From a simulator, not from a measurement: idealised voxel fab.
A process module follows: voxel spacer lines.
Square cell edge 5 nm, section width 205 nm, ID cut.
Cross-section spec: square-cell grid; bands listed top down; each band is one or more rows.
First you get the band's top height and its bottom height, in nm, and then the materials it's made of, left to right, with each width in nm. If you see a single material with "edge to edge", that one covers the band edge to edge. "empty" is empty space.
All heights in this document are referenced to 0, defined as the level beneath which the wafer, as received, consists entirely of one material. The lowest band is not bounded below; it extends indefinitely downward and is written in the form "0 -> down".
The width entry "30->40" should be interpreted row by row: the top row of cells in the band takes the first number, the bottom row takes the second number, and the change between adjacent rows is uniform throughout.
The designation "left unchanged", where it is given for a processing step, indicates that no cell of the cross-section was altered in the course of that step.
Listed in "Voids, enclosed": every empty space of 8 or more cells without an open way to the top. Form: width x height at distance, the distance being from the left edge, all in nm.
after a step's settings: what the simulator itself notes on the step
A step's line can hold "overlay nm"; with a mask on that step, the setting says how far right of the planned place the mask lay, while a negative setting says it lay to the left.
# Steps planned for the process
1. RECEIVE | material Si
2. CONFORMAL_DEP | material Al2O3 | thk nm 5
3. DIRECTIONAL_DEP | material polySi | thk nm 20
4. DIRECTIONAL_DEP | material aC | thk nm 20
5. PATTERN | tone cover | mask id MANDREL | material resist | width nm 25 | pitch nm 70 | thk nm 30 | overlay nm 0
6. DIRECTIONAL_ETCH | etch materials aC | depth nm 20
7. STRIP | etch materials resist
8. CONFORMAL_DEP | material SiN | thk nm 10
9. DIRECTIONAL_ETCH | etch materials SiN | depth nm 10
10. STRIP | etch materials aC
11. DIRECTIONAL_ETCH | etch materials polySi | depth nm 20
12. STRIP | etch materials SiN
13. FILL_DEP | material SiO2 | thk nm 10
14. CMP | height nm 25
# The following pertains to the first of two wafers, which was processed as planned
# Cross-section of the wafer upon arrival, representing the state reached after step 1
* 0 -> down = Si edge to edge
* Voids, enclosed: none
# The following cross-section depicts the wafer upon completion of step 2
* 5 -> 0 = Al2O3 edge to edge
* Below a height of 0, the structure has not been altered.
# The following cross-section depicts the wafer upon completion of step 3
* 25 -> 5 = polySi edge to edge
* Below a height of 5, the structure has not been altered.
# The following cross-section depicts the wafer upon completion of step 4
* 45 -> 25 = aC edge to edge
* Below a height of 25, the structure has not been altered.
# The following cross-section depicts the wafer upon completion of step 5
* 75 -> 45 = 55 nm empty | 25 nm resist | 45 nm empty | 25 nm resist | 55 nm empty
* Below a height of 45, the structure has not been altered.
# The following cross-section depicts the wafer upon completion of step 6
* 55 -> 45 = 55 nm empty | 25 nm resist | 45 nm empty | 25 nm resist | 55 nm empty
* 45 -> 25 = 55 nm empty | 25 nm aC | 45 nm empty | 25 nm aC | 55 nm empty
* Below a height of 25, the structure has not been altered.
# The following cross-section depicts the wafer upon completion of step 7
* 45 -> 25 = 55 nm empty | 25 nm aC | 45 nm empty | 25 nm aC | 55 nm empty
* Below a height of 25, the structure has not been altered.
# The following cross-section depicts the wafer upon completion of step 8
* 55 -> 45 = 45 nm empty | 45 nm SiN | 25 nm empty | 45 nm SiN | 45 nm empty
* 45 -> 35 = 45 nm empty | 10 nm SiN | 25 nm aC | 10 nm SiN | 25 nm empty | 10 nm SiN | 25 nm aC | 10 nm SiN | 45 nm empty
* 35 -> 25 = 55 nm SiN | 25 nm aC | 45 nm SiN | 25 nm aC | 55 nm SiN
* Below a height of 25, the structure has not been altered.
# The following cross-section depicts the wafer upon completion of step 9
* 45 -> 25 = 45 nm empty | 10 nm SiN | 25 nm aC | 10 nm SiN | 25 nm empty | 10 nm SiN | 25 nm aC | 10 nm SiN | 45 nm empty
* Below a height of 25, the structure has not been altered.
# The following cross-section depicts the wafer upon completion of step 10
* 45 -> 25 = 45 nm empty | 10 nm SiN | 25 nm empty | 10 nm SiN | 25 nm empty | 10 nm SiN | 25 nm empty | 10 nm SiN | 45 nm empty
* Below a height of 25, the structure has not been altered.
# The following cross-section depicts the wafer upon completion of step 11
* 45 -> 25 = 45 nm empty | 10 nm SiN | 25 nm empty | 10 nm SiN | 25 nm empty | 10 nm SiN | 25 nm empty | 10 nm SiN | 45 nm empty
* 25 -> 5 = 45 nm empty | 10 nm polySi | 25 nm empty | 10 nm polySi | 25 nm empty | 10 nm polySi | 25 nm empty | 10 nm polySi | 45 nm empty
* Below a height of 5, the structure has not been altered.
# The following cross-section depicts the wafer upon completion of step 12
* 25 -> 5 = 45 nm empty | 10 nm polySi | 25 nm empty | 10 nm polySi | 25 nm empty | 10 nm polySi | 25 nm empty | 10 nm polySi | 45 nm empty
* Below a height of 5, the structure has not been altered.
# The following cross-section depicts the wafer upon completion of step 13
* 35 -> 25 = SiO2 edge to edge
* 25 -> 5 = 45 nm SiO2 | 10 nm polySi | 25 nm SiO2 | 10 nm polySi | 25 nm SiO2 | 10 nm polySi | 25 nm SiO2 | 10 nm polySi | 45 nm SiO2
* Below a height of 5, the structure has not been altered.
# The following cross-section depicts the wafer upon completion of step 14
* 25 -> 5 = 45 nm SiO2 | 10 nm polySi | 25 nm SiO2 | 10 nm polySi | 25 nm SiO2 | 10 nm polySi | 25 nm SiO2 | 10 nm polySi | 45 nm SiO2
* Below a height of 5, the structure has not been altered.
# Wafer two. Same start, same plan, one slip in execution. Same as wafer one through step 4, inclusive
# Look at the second wafer in cross-section at the time step 5 ought to have finished
* 75 -> 45 = 50 nm empty | 25 nm resist | 45 nm empty | 25 nm resist | 60 nm empty
* Below a height of 45, the structure has not been altered.
# Look at the second wafer in cross-section at the time step 6 ought to have finished
* 55 -> 45 = 50 nm empty | 25 nm resist | 45 nm empty | 25 nm resist | 60 nm empty
* 45 -> 25 = 50 nm empty | 25 nm aC | 45 nm empty | 25 nm aC | 60 nm empty
* Below a height of 25, the structure has not been altered.
# Look at the second wafer in cross-section at the time step 7 ought to have finished
* 45 -> 25 = 50 nm empty | 25 nm aC | 45 nm empty | 25 nm aC | 60 nm empty
* Below a height of 25, the structure has not been altered.
# Look at the second wafer in cross-section at the time step 8 ought to have finished
* 55 -> 45 = 40 nm empty | 45 nm SiN | 25 nm empty | 45 nm SiN | 50 nm empty
* 45 -> 35 = 40 nm empty | 10 nm SiN | 25 nm aC | 10 nm SiN | 25 nm empty | 10 nm SiN | 25 nm aC | 10 nm SiN | 50 nm empty
* 35 -> 25 = 50 nm SiN | 25 nm aC | 45 nm SiN | 25 nm aC | 60 nm SiN
* Below a height of 25, the structure has not been altered.
# Look at the second wafer in cross-section at the time step 9 ought to have finished
* 45 -> 25 = 40 nm empty | 10 nm SiN | 25 nm aC | 10 nm SiN | 25 nm empty | 10 nm SiN | 25 nm aC | 10 nm SiN | 50 nm empty
* Below a height of 25, the structure has not been altered.
# Look at the second wafer in cross-section at the time step 10 ought to have finished
* 45 -> 25 = 40 nm empty | 10 nm SiN | 25 nm empty | 10 nm SiN | 25 nm empty | 10 nm SiN | 25 nm empty | 10 nm SiN | 50 nm empty
* Below a height of 25, the structure has not been altered.
# Look at the second wafer in cross-section at the time step 11 ought to have finished
* 45 -> 25 = 40 nm empty | 10 nm SiN | 25 nm empty | 10 nm SiN | 25 nm empty | 10 nm SiN | 25 nm empty | 10 nm SiN | 50 nm empty
* 25 -> 5 = 40 nm empty | 10 nm polySi | 25 nm empty | 10 nm polySi | 25 nm empty | 10 nm polySi | 25 nm empty | 10 nm polySi | 50 nm empty
* Below a height of 5, the structure has not been altered.
# Look at the second wafer in cross-section at the time step 12 ought to have finished
* 25 -> 5 = 40 nm empty | 10 nm polySi | 25 nm empty | 10 nm polySi | 25 nm empty | 10 nm polySi | 25 nm empty | 10 nm polySi | 50 nm empty
* Below a height of 5, the structure has not been altered.
# Look at the second wafer in cross-section at the time step 13 ought to have finished
* 35 -> 25 = SiO2 edge to edge
* 25 -> 5 = 40 nm SiO2 | 10 nm polySi | 25 nm SiO2 | 10 nm polySi | 25 nm SiO2 | 10 nm polySi | 25 nm SiO2 | 10 nm polySi | 50 nm SiO2
* Below a height of 5, the structure has not been altered.
# Look at the second wafer in cross-section at the time step 14 ought to have finished
* 25 -> 5 = 40 nm SiO2 | 10 nm polySi | 25 nm SiO2 | 10 nm polySi | 25 nm SiO2 | 10 nm polySi | 25 nm SiO2 | 10 nm polySi | 50 nm SiO2
* Below a height of 5, the structure has not been altered.
In executing the process, a mistake was made relative to the plan: planned and actual differ for step 5; actual: PATTERN | tone cover | mask id MANDREL | material resist | width nm 25 | pitch nm 70 | thk nm 30 | overlay nm -5
End check, second vs first wafer: material counts in cells match, positions do not.
